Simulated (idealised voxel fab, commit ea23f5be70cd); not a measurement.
The name of this process module is voxel tone inversion.
180 nm wide, 5 nm square cells: that's cross-section cut.
The cross-sections in this document take the form of a grid made of square cells. They are written out as bands, in order from top to bottom. Each band consists of one or more rows of cells. For a band, the entry starts with two heights in nm, that of the top and then that of the bottom, and carries on with the band's materials in order from left to right, each alongside its width in nm; the word "everywhere" beside a single material means it fills the band edge to edge, and "empty" means empty space. Convention: height 0 is the level below which the wafer, as received, is all one material. The lowest band does not terminate at the bottom but continues downward, represented as "0 -> down". So if you see something like "30..40" for the width, read it as the top row of the band sitting at the first number and the bottom row at the second, with every row in between moving by the same amount as the last. "remained unchanged" after a step means that no cell of the cross-section changed. Voids not open to the top, 8 cells minimum: see "Sealed internal voids". Written width x height at distance; distance is from the left edge; nm. Post-settings text on a step line: simulator's own remark regarding the step. Among the settings permitted on a step's line is "overlay nm"; applied to a step with a mask, it specifies the extent to which the mask lay to the right of its planned position, whereas a negative figure signifies a position to the left.
Listed below are the process steps as planned
step 1: RECEIVE: material Si
step 2: CONFORMAL_DEP: material SiCN, thk nm 5
step 3: DIRECTIONAL_DEP: material aC, thk nm 15
step 4: PATTERN: tone cover, mask id POSTS, material resist, width nm 15, pitch nm 45, thk nm 25, overlay nm 0
step 5: DIRECTIONAL_ETCH: etch materials aC, depth nm 15
step 6: STRIP: etch materials resist
step 7: FILL_DEP: material SiO2, thk nm 10
step 8: CMP: height nm 20
step 9: STRIP: etch materials aC
Account of the first of two wafers, which was processed as intended
Cross-section of the wafer upon arrival, representing the state reached after step 1
- 0 -> down | Si everywhere
- Sealed internal voids: none
How the wafer stands in section after step 2
- 5 -> 0 | SiCN everywhere
- For the remainder of the cross-section, below 0, there is no change.
How the wafer stands in section after step 3
- 20 -> 5 | aC everywhere
- For the remainder of the cross-section, below 5, there is no change.
How the wafer stands in section after step 4
- 45 -> 20 | 60 of empty  15 of resist  30 of empty  15 of resist  60 of empty
- For the remainder of the cross-section, below 20, there is no change.
How the wafer stands in section after step 5
- 30 -> 20 | 60 of empty  15 of resist  30 of empty  15 of resist  60 of empty
- 20 -> 5 | 60 of empty  15 of aC  30 of empty  15 of aC  60 of empty
- For the remainder of the cross-section, below 5, there is no change.
How the wafer stands in section after step 6
- 20 -> 5 | 60 of empty  15 of aC  30 of empty  15 of aC  60 of empty
- For the remainder of the cross-section, below 5, there is no change.
How the wafer stands in section after step 7
- 30 -> 20 | SiO2 everywhere
- 20 -> 5 | 60 of SiO2  15 of aC  30 of SiO2  15 of aC  60 of SiO2
- For the remainder of the cross-section, below 5, there is no change.
How the wafer stands in section after step 8
- 20 -> 5 | 60 of SiO2  15 of aC  30 of SiO2  15 of aC  60 of SiO2
- For the remainder of the cross-section, below 5, there is no change.
How the wafer stands in section after step 9
- 20 -> 5 | 60 of SiO2  15 of empty  30 of SiO2  15 of empty  60 of SiO2
- For the remainder of the cross-section, below 5, there is no change.
second wafer: like start, like plan, one mistake. Through step 3 it matches the first wafer
X-section, second wafer, when step 4 was due to finish
- 45 -> 20 | 60 of empty  20 of resist  25 of empty  20 of resist  55 of empty
- For the remainder of the cross-section, below 20, there is no change.
X-section, second wafer, when step 5 was due to finish
- 30 -> 20 | 60 of empty  20 of resist  25 of empty  20 of resist  55 of empty
- 20 -> 5 | 60 of empty  20 of aC  25 of empty  20 of aC  55 of empty
- For the remainder of the cross-section, below 5, there is no change.
X-section, second wafer, when step 6 was due to finish
- 20 -> 5 | 60 of empty  20 of aC  25 of empty  20 of aC  55 of empty
- For the remainder of the cross-section, below 5, there is no change.
X-section, second wafer, when step 7 was due to finish
- 30 -> 20 | SiO2 everywhere
- 20 -> 5 | 60 of SiO2  20 of aC  25 of SiO2  20 of aC  55 of SiO2
- For the remainder of the cross-section, below 5, there is no change.
X-section, second wafer, when step 8 was due to finish
- 20 -> 5 | 60 of SiO2  20 of aC  25 of SiO2  20 of aC  55 of SiO2
- For the remainder of the cross-section, below 5, there is no change.
X-section, second wafer, when step 9 was due to finish
- 20 -> 5 | 60 of SiO2  20 of empty  25 of SiO2  20 of empty  55 of SiO2
- For the remainder of the cross-section, below 5, there is no change.
The mistake made against the process plan was this: step 4 ran as: PATTERN: tone cover, mask id POSTS, material resist, width nm 20, pitch nm 45, thk nm 25, overlay nm 0
Materials where the second wafer ends with more or fewer cells than the first: 6 fewer of SiO2
